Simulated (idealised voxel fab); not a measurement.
The document below concerns the process module designated voxel gate over fins.
Square cell edge 5 nm, section width 280 nm, ID cut.
Cross-sections here: square-cell grids, written as top-down lists of bands, a band being one or more rows of cells. This entry defines a band. It first specifies the height of the band's top and the height of its bottom in nm, and then specifies the band's materials from left to right, stating each material with its width in nm. The word "throughout" identifies a single material that fills the band from edge to edge, while the word "air" identifies empty space. Basically, 0 is our baseline, since under it the wafer straight out of the box is all one material. The bottom band has no lower end and keeps on going down, so it looks like "0 nm and below". A width given as "30->40" starts at the first number in the band's top row and ends at the second number in its bottom row, shifting by an equal amount at every step from row to row. For the purposes of this document, the phrase "everything unchanged" attached to a step denotes that no cell within the cross-section was modified by that step. Basically, "Enclosed internal cavities" tells you about the enclosed voids: empty spaces with no open way to the top, 8 cells or bigger, each written width x height at distance, where distance is from the left edge, all in nm. Formally, on a step line, whatever follows the settings is a remark that the simulator itself makes on the step. "overlay nm" denotes, for a step that has a mask, the displacement of the mask to the right of its planned place, with negative values corresponding to the left.
# Process steps - plan
step 1: RECEIVE: material Si
step 2: CONFORMAL_DEP: material SiN, thk nm 10
step 3: MASKED_ETCH: tone cover, mask id FINS, width nm 15, pitch nm 55, etch materials SiN, depth nm 10, overlay nm 0
step 4: MASKED_ETCH: tone cover, mask id FINS, width nm 15, pitch nm 55, etch materials Si, depth nm 40, overlay nm 0
step 5: FILL_DEP: material SiO2, thk nm 15
step 6: CMP: height nm 10
step 7: DIRECTIONAL_DEP: material aC, thk nm 10
step 8: PATTERN: tone open, mask id RAIL, material resist, width nm 15, thk nm 25, overlay nm 0
step 9: DIRECTIONAL_ETCH: etch materials aC, depth nm 10
step 10: STRIP: etch materials resist
step 11: DIRECTIONAL_ETCH: etch materials SiO2, depth nm 45
step 12: STRIP: etch materials aC
step 13: CONFORMAL_DEP: material TiN, thk nm 5
step 14: FILL_DEP: material Ru, thk nm 5
step 15: CMP: height nm 10
step 16: SELECTIVE_ETCH: etch materials W Ru TiN, depth nm 30
step 17: FILL_DEP: material SiO2, thk nm 5
step 18: CMP: height nm 10
step 19: SELECTIVE_ETCH: etch materials SiO2, depth nm 25
step 20: STRIP: etch materials SiN
step 21: CONFORMAL_DEP: material HfO2, thk nm 5
step 22: CONFORMAL_DEP: material TiN, thk nm 5
step 23: CONFORMAL_DEP: material TiAl, thk nm 5
step 24: CONFORMAL_DEP: material TiN, thk nm 5
step 25: FILL_DEP: material W, thk nm 15
step 26: CMP: height nm 30
step 27: CONFORMAL_DEP: material SiN, thk nm 10
The wafers in this document start out alike and differ in the width nm applied at step 8; the plan shows the value used for the first wafer.
# Here's the first of the wafers in cross-section, just as we got it, i.e. after step 1
  0 nm and below | Si throughout
  Enclosed internal cavities: none
# The figure below presents a cross-section of the first of several wafers at the conclusion of the module, following its last step, step 27
  40 nm to 30 nm | SiN throughout
  30 nm to 20 nm | W throughout
  20 nm to 15 nm | 30 W / 220 TiN / 30 W
  15 nm to 10 nm | 30 W / 5 TiN / 45 TiAl / 10 TiN / 45 TiAl / 10 TiN / 45 TiAl / 10 TiN / 45 TiAl / 5 TiN / 30 W
  10 nm to 5 nm | 30 W / 5 TiN / 5 TiAl / 35 TiN / 5 TiAl / 10 TiN / 5 TiAl / 35 TiN / 5 TiAl / 10 TiN / 5 TiAl / 35 TiN / 5 TiAl / 10 TiN / 5 TiAl / 35 TiN / 5 TiAl / 5 TiN / 30 W
  5 nm to 0 nm | 35 TiN / 5 TiAl / 5 TiN / 25 HfO2 / 5 TiN / 5 TiAl / 10 TiN / 5 TiAl / 5 TiN / 25 HfO2 / 5 TiN / 5 TiAl / 10 TiN / 5 TiAl / 5 TiN / 25 HfO2 / 5 TiN / 5 TiAl / 10 TiN / 5 TiAl / 5 TiN / 25 HfO2 / 5 TiN / 5 TiAl / 35 TiN
  0 nm to -5 nm | 40 TiAl / 5 TiN / 5 HfO2 / 15 Si / 5 HfO2 / 5 TiN / 20 TiAl / 5 TiN / 5 HfO2 / 15 Si / 5 HfO2 / 5 TiN / 20 TiAl / 5 TiN / 5 HfO2 / 15 Si / 5 HfO2 / 5 TiN / 20 TiAl / 5 TiN / 5 HfO2 / 15 Si / 5 HfO2 / 5 TiN / 40 TiAl
  -5 nm to -10 nm | 45 TiN / 5 HfO2 / 15 Si / 5 HfO2 / 30 TiN / 5 HfO2 / 15 Si / 5 HfO2 / 30 TiN / 5 HfO2 / 15 Si / 5 HfO2 / 30 TiN / 5 HfO2 / 15 Si / 5 HfO2 / 45 TiN
  -10 nm to -15 nm | 50 HfO2 / 15 Si / 40 HfO2 / 15 Si / 40 HfO2 / 15 Si / 40 HfO2 / 15 Si / 50 HfO2
  -15 nm to -20 nm | 50 SiO2 / 15 Si / 40 SiO2 / 15 Si / 40 SiO2 / 15 Si / 40 SiO2 / 15 Si / 50 SiO2
  -20 nm to -30 nm | 50 SiO2 / 15 Si / 10 SiO2 / 5 TiN / 5 Ru / 5 TiN / 15 SiO2 / 15 Si / 40 SiO2 / 15 Si / 40 SiO2 / 15 Si / 50 SiO2
  -30 nm to -35 nm | 50 SiO2 / 15 Si / 10 SiO2 / 15 TiN / 15 SiO2 / 15 Si / 40 SiO2 / 15 Si / 40 SiO2 / 15 Si / 50 SiO2
  -35 nm to -40 nm | 50 SiO2 / 15 Si / 40 SiO2 / 15 Si / 40 SiO2 / 15 Si / 40 SiO2 / 15 Si / 50 SiO2
  -40 nm and below | Si throughout
  Enclosed internal cavities: none
# Module end, final wafer: cross-section
  40 nm to 30 nm | SiN throughout
  30 nm to 20 nm | W throughout
  20 nm to 15 nm | 30 W / 220 TiN / 30 W
  15 nm to 10 nm | 30 W / 5 TiN / 45 TiAl / 10 TiN / 45 TiAl / 10 TiN / 45 TiAl / 10 TiN / 45 TiAl / 5 TiN / 30 W
  10 nm to 5 nm | 30 W / 5 TiN / 5 TiAl / 35 TiN / 5 TiAl / 10 TiN / 5 TiAl / 35 TiN / 5 TiAl / 10 TiN / 5 TiAl / 35 TiN / 5 TiAl / 10 TiN / 5 TiAl / 35 TiN / 5 TiAl / 5 TiN / 30 W
  5 nm to 0 nm | 35 TiN / 5 TiAl / 5 TiN / 25 HfO2 / 5 TiN / 5 TiAl / 10 TiN / 5 TiAl / 5 TiN / 25 HfO2 / 5 TiN / 5 TiAl / 10 TiN / 5 TiAl / 5 TiN / 25 HfO2 / 5 TiN / 5 TiAl / 10 TiN / 5 TiAl / 5 TiN / 25 HfO2 / 5 TiN / 5 TiAl / 35 TiN
  0 nm to -5 nm | 40 TiAl / 5 TiN / 5 HfO2 / 15 Si / 5 HfO2 / 5 TiN / 20 TiAl / 5 TiN / 5 HfO2 / 15 Si / 5 HfO2 / 5 TiN / 20 TiAl / 5 TiN / 5 HfO2 / 15 Si / 5 HfO2 / 5 TiN / 20 TiAl / 5 TiN / 5 HfO2 / 15 Si / 5 HfO2 / 5 TiN / 40 TiAl
  -5 nm to -10 nm | 45 TiN / 5 HfO2 / 15 Si / 5 HfO2 / 30 TiN / 5 HfO2 / 15 Si / 5 HfO2 / 30 TiN / 5 HfO2 / 15 Si / 5 HfO2 / 30 TiN / 5 HfO2 / 15 Si / 5 HfO2 / 45 TiN
  -10 nm to -15 nm | 50 HfO2 / 15 Si / 40 HfO2 / 15 Si / 40 HfO2 / 15 Si / 40 HfO2 / 15 Si / 50 HfO2
  -15 nm to -20 nm | 50 SiO2 / 15 Si / 40 SiO2 / 15 Si / 40 SiO2 / 15 Si / 40 SiO2 / 15 Si / 50 SiO2
  -20 nm to -30 nm | 50 SiO2 / 15 Si / 5 SiO2 / 5 TiN / 20 Ru / 5 TiN / 5 SiO2 / 15 Si / 40 SiO2 / 15 Si / 40 SiO2 / 15 Si / 50 SiO2
  -30 nm to -35 nm | 50 SiO2 / 15 Si / 5 SiO2 / 30 TiN / 5 SiO2 / 15 Si / 40 SiO2 / 15 Si / 40 SiO2 / 15 Si / 50 SiO2
  -35 nm to -40 nm | 50 SiO2 / 15 Si / 40 SiO2 / 15 Si / 40 SiO2 / 15 Si / 40 SiO2 / 15 Si / 50 SiO2
  -40 nm and below | Si throughout
  Enclosed internal cavities: none
# Quick key for the table: a row per wafer, taken at the end of the module. For each material it tells you how many cells the wafer gained (+) or lost (-) since it came in, and the closed voids come after
width nm 15 | +80 HfO2 | +2 Ru | -352 Si | +112 SiN | +211 SiO2 | +80 TiAl | +167 TiN | +148 W | Enclosed internal cavities: none
width nm 20 | +80 HfO2 | +4 Ru | -352 Si | +112 SiN | +208 SiO2 | +80 TiAl | +168 TiN | +148 W | Enclosed internal cavities: none
width nm 25 | +80 HfO2 | +6 Ru | -352 Si | +112 SiN | +205 SiO2 | +80 TiAl | +169 TiN | +148 W | Enclosed internal cavities: none
width nm 30 | +80 HfO2 | +8 Ru | -352 Si | +112 SiN | +202 SiO2 | +80 TiAl | +170 TiN | +148 W | Enclosed internal cavities: none
